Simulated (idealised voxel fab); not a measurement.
process module | voxel released beams
cross-section cut | 225 nm wide | cells 5 nm
A cross-section is a grid of square cells, given in bands from the top down. A band is one or more rows of cells.
Each band's line starts with the height of the band's top and of its bottom, in nm. Then come its materials from left to right, each with its width in nm. One material with "throughout" fills the band from edge to edge. "air" is empty space.
Height 0 is the level under which the wafer as received is all one material. The lowest band goes on downwards, as in "0 down".
A width such as "30 to 40" changes by the same amount from each row of cells to the next, from the band's top row to its bottom row.
"no change" after a step means that no cell of the cross-section changed.
closed voids: empty space of 8 cells or more with no open way to the top, each as width x height at its distance from the left edge, in nm
after a step's settings: what the simulator itself notes on the step
overlay nm, on a step with a mask: how far to the right of its planned place the mask lay; to the left if negative
plan
1 op RECEIVE | material Si
2 op CONFORMAL_DEP | material Al2O3 | thk nm 5
3 op DIRECTIONAL_DEP | material SiO2 | thk nm 15
4 op MASKED_ETCH | tone open | mask id ANCHOR | width nm 35 | etch materials SiO2 | depth nm 15 | overlay nm 0
5 op CONFORMAL_DEP | material SiN | thk nm 10
6 op MASKED_ETCH | tone cover | mask id BEAM | width nm 100 | etch materials SiN | depth nm 10 | overlay nm 0
7 op STRIP | etch materials SiO2
first wafer, as planned
as received, after step 1
  0 down: Si throughout
  closed voids: none
after step 2
  5 to 0: Al2O3 throughout
  below 0: unchanged
after step 3
  20 to 5: SiO2 throughout
  below 5: unchanged
after step 4
  20 to 5: SiO2 65 | air 35 | SiO2 125
  below 5: unchanged
after step 5
  30 to 20: SiN 75 | air 15 | SiN 135
  20 to 15: SiO2 65 | SiN 10 | air 15 | SiN 10 | SiO2 125
  15 to 5: SiO2 65 | SiN 35 | SiO2 125
  below 5: unchanged
after step 6
  30 to 20: air 60 | SiN 15 | air 15 | SiN 70 | air 65
  below 20: unchanged
after step 7
  30 to 20: air 60 | SiN 15 | air 15 | SiN 70 | air 65
  20 to 15: air 65 | SiN 10 | air 15 | SiN 10 | air 125
  15 to 5: air 65 | SiN 35 | air 125
  below 5: unchanged
second wafer: like start, like plan, one mistake. Through step 3 it matches the first wafer
when step 4 should have ended
  20 to 5: SiO2 70 | air 25 | SiO2 130
  below 5: unchanged
when step 5 should have ended
  30 to 20: SiN 80 | air 5 | SiN 140
  20 to 15: SiO2 70 | SiN 10 | air 5 | SiN 10 | SiO2 130
  15 to 5: SiO2 70 | SiN 25 | SiO2 130
  below 5: unchanged
when step 6 should have ended
  30 to 20: air 60 | SiN 20 | air 5 | SiN 75 | air 65
  below 20: unchanged
when step 7 should have ended
  30 to 20: air 60 | SiN 20 | air 5 | SiN 75 | air 65
  20 to 15: air 70 | SiN 10 | air 5 | SiN 10 | air 130
  15 to 5: air 70 | SiN 25 | air 130
  below 5: unchanged
what went wrong: step 4 ran as: op MASKED_ETCH | tone open | mask id ANCHOR | width nm 25 | etch materials SiO2 | depth nm 15 | overlay nm 0
at the end the second wafer has, in cells: as many of each material as the first, in other places
